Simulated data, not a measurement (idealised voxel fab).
Herein follows the process module entitled voxel fin reveal.
Section cut is 200 nm wide and gridded with 5 nm square cells.
Cross-section, as written here: a square-cell grid given band by band from the top down, where a band holds one or more rows of cells. Top, bottom (nm), then materials left to right with widths (nm); lone material tagged "full width" fills the whole band edge to edge; "air" = empty space. Heads up on the height convention: 0 is the point under which the incoming wafer is all one material, and the lowest band has no bottom, it just keeps going down, like "0 -> down". Width "30->40": first value at the band's top row of cells, second value at its bottom row, equal change from row to row. A step reported as "changes: none" is a step in which no cell of the cross-section changed. Empty spaces without an open route to the top, at least 8 cells in extent, make up the entry "Closed void roster"; each is given as width x height at distance, where the distance is measured from the left edge, and all are in nm. On each step's line, the part that comes after the settings is the simulator's own comment on the step. overlay nm: step with mask; distance mask lay right of planned place; negative value = left of planned place.
Listed below are the process steps as planned:
step 1: RECEIVE [material Si]
step 2: CONFORMAL_DEP [material SiN] [thk nm 5]
step 3: PATTERN [tone cover] [mask id FINS] [material resist] [width nm 15] [pitch nm 45] [thk nm 20] [overlay nm 0]
step 4: DIRECTIONAL_ETCH [etch materials SiN] [depth nm 5]
step 5: DIRECTIONAL_ETCH [etch materials Si] [depth nm 40]
step 6: STRIP [etch materials resist]
step 7: OXIDIZE [depth nm 5]
step 8: FILL_DEP [material SiO2] [thk nm 5]
step 9: CMP [height nm 5]
step 10: SELECTIVE_ETCH [etch materials SiO2] [depth nm 35]
step 11: STRIP [etch materials SiN]
First wafer, as planned:
Cross-section of the wafer upon arrival, representing the state reached after step 1:
  0 -> down: Si full width
  Closed void roster: none
The wafer in cross-section once step 2 is complete:
  5 -> 0: SiN full width
  Lower than 0, everything is as it was.
The wafer in cross-section once step 3 is complete:
  25 -> 5: air=45, then resist=15, then air=30, then resist=15, then air=30, then resist=15, then air=50
  Lower than 5, everything is as it was.
The wafer in cross-section once step 4 is complete:
  25 -> 5: air=45, then resist=15, then air=30, then resist=15, then air=30, then resist=15, then air=50
  5 -> 0: air=45, then SiN=15, then air=30, then SiN=15, then air=30, then SiN=15, then air=50
  Lower than 0, everything is as it was.
The wafer in cross-section once step 5 is complete:
  25 -> 5: air=45, then resist=15, then air=30, then resist=15, then air=30, then resist=15, then air=50
  5 -> 0: air=45, then SiN=15, then air=30, then SiN=15, then air=30, then SiN=15, then air=50
  0 -> -40: air=45, then Si=15, then air=30, then Si=15, then air=30, then Si=15, then air=50
  Lower than -40, everything is as it was.
The wafer in cross-section once step 6 is complete:
  5 -> 0: air=45, then SiN=15, then air=30, then SiN=15, then air=30, then SiN=15, then air=50
  Lower than 0, everything is as it was.
The wafer in cross-section once step 7 is complete:
  5 -> 0: air=45, then SiN=15, then air=30, then SiN=15, then air=30, then SiN=15, then air=50
  0 -> -40: air=45, then SiO2=5, then Si=5, then SiO2=5, then air=30, then SiO2=5, then Si=5, then SiO2=5, then air=30, then SiO2=5, then Si=5, then SiO2=5, then air=50
  -40 -> -45: SiO2=50, then Si=5, then SiO2=40, then Si=5, then SiO2=40, then Si=5, then SiO2=55
  Lower than -45, everything is as it was.
The wafer in cross-section once step 8 is complete:
  10 -> 5: SiO2 full width
  5 -> 0: SiO2=45, then SiN=15, then SiO2=30, then SiN=15, then SiO2=30, then SiN=15, then SiO2=50
  0 -> -45: SiO2=50, then Si=5, then SiO2=40, then Si=5, then SiO2=40, then Si=5, then SiO2=55
  Lower than -45, everything is as it was.
The wafer in cross-section once step 9 is complete:
  5 -> 0: SiO2=45, then SiN=15, then SiO2=30, then SiN=15, then SiO2=30, then SiN=15, then SiO2=50
  Lower than 0, everything is as it was.
The wafer in cross-section once step 10 is complete:
  5 -> 0: air=45, then SiN=15, then air=30, then SiN=15, then air=30, then SiN=15, then air=50
  0 -> -30: air=50, then Si=5, then air=40, then Si=5, then air=40, then Si=5, then air=55
  Lower than -30, everything is as it was.
The wafer in cross-section once step 11 is complete:
  0 -> -30: air=50, then Si=5, then air=40, then Si=5, then air=40, then Si=5, then air=55
  Lower than -30, everything is as it was.
Second wafer: like start, like plan, one mistake. Through step 10 it matches the first wafer:
The second wafer in cross-section, at the planned close of step 11:
  5 -> 0: air=45, then SiN=15, then air=30, then SiN=15, then air=30, then SiN=15, then air=50
  0 -> -45: air=50, then Si=5, then air=40, then Si=5, then air=40, then Si=5, then air=55
  Lower than -45, everything is as it was.
Deviation from plan: heads up, step 11 didn't go per plan, it actually ran as STRIP [etch materials SiO2]
Wafer comparison, final, in cells, second relative to first, materials more or fewer: SiN: 9 more; SiO2: 111 fewer
